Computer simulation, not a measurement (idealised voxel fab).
process module | voxel self aligned vias
cross-section cut | 200 nm wide | cells 5 nm
A cross-section is a grid of square cells, given in bands from the top down. A band is one or more rows of cells.
Each band's line starts with the height of the band's top and of its bottom, in nm. Then come its materials from left to right, each with its width in nm. One material with "throughout" fills the band from edge to edge. "air" is empty space.
Height 0 is the level under which the wafer as received is all one material. The lowest band goes on downwards, as in "0 down".
A width such as "30 to 40" changes by the same amount from each row of cells to the next, from the band's top row to its bottom row.
"no change" after a step means that no cell of the cross-section changed.
closed voids: empty space of 8 cells or more with no open way to the top, each as width x height at its distance from the left edge, in nm
after a step's settings: what the simulator itself notes on the step
overlay nm, on a step with a mask: how far to the right of its planned place the mask lay; to the left if negative
plan
1 op RECEIVE | material Si
2 op CONFORMAL_DEP | material SiO2 | thk nm 15
3 op CONFORMAL_DEP | material SiCN | thk nm 5
4 op DIRECTIONAL_DEP | material SiO2 | thk nm 20
5 op DIRECTIONAL_DEP | material aC | thk nm 10
6 op PATTERN | tone open | mask id LINES | material resist | width nm 20 | pitch nm 70 | thk nm 25 | overlay nm 0
7 op DIRECTIONAL_ETCH | etch materials aC | depth nm 10
8 op STRIP | etch materials resist
9 op DIRECTIONAL_ETCH | etch materials SiO2 | depth nm 20
10 op STRIP | etch materials aC
11 op CONFORMAL_DEP | material TiN | thk nm 5
12 op FILL_DEP | material Ru | thk nm 10
13 op CMP | height nm 40
14 op SELECTIVE_ETCH | etch materials W Ru TiN | depth nm 5
15 op FILL_DEP | material SiN | thk nm 10
16 op CMP | height nm 40
17 op DIRECTIONAL_DEP | material SiO2 | thk nm 15
18 op MASKED_ETCH | tone open | mask id VIAS | width nm 40 | etch materials SiO2 | depth nm 15 | overlay nm 0
19 op MASKED_ETCH | tone open | mask id VIAS | width nm 40 | etch materials SiN | depth nm 5 | overlay nm 0
20 op CONFORMAL_DEP | material TiN | thk nm 5
21 op FILL_DEP | material Cu | thk nm 10
22 op CMP | height nm 55
23 op CONFORMAL_DEP | material SiCN | thk nm 5
as received, after step 1
  0 down: Si throughout
  closed voids: none
a wafer at the end: this start, this plan, one mistake
  60 to 55: SiCN throughout
  55 to 45: SiO2 35 | TiN 5 | Cu 30 | TiN 5 | SiO2 125
  45 to 40: SiO2 35 | TiN 25 | Cu 10 | TiN 5 | SiO2 125
  40 to 35: SiO2 55 | TiN 20 | SiO2 50 | SiN 20 | SiO2 55
  35 to 25: SiO2 55 | TiN 5 | Ru 10 | TiN 5 | SiO2 50 | TiN 5 | Ru 10 | TiN 5 | SiO2 55
  25 to 20: SiO2 55 | TiN 20 | SiO2 50 | TiN 20 | SiO2 55
  20 to 15: SiCN throughout
  15 to 0: SiO2 throughout
  0 down: Si throughout
  closed voids: none
what went wrong: step 18 ran as: op MASKED_ETCH | tone open | mask id VIAS | width nm 40 | etch materials SiO2 | depth nm 15 | overlay nm -10
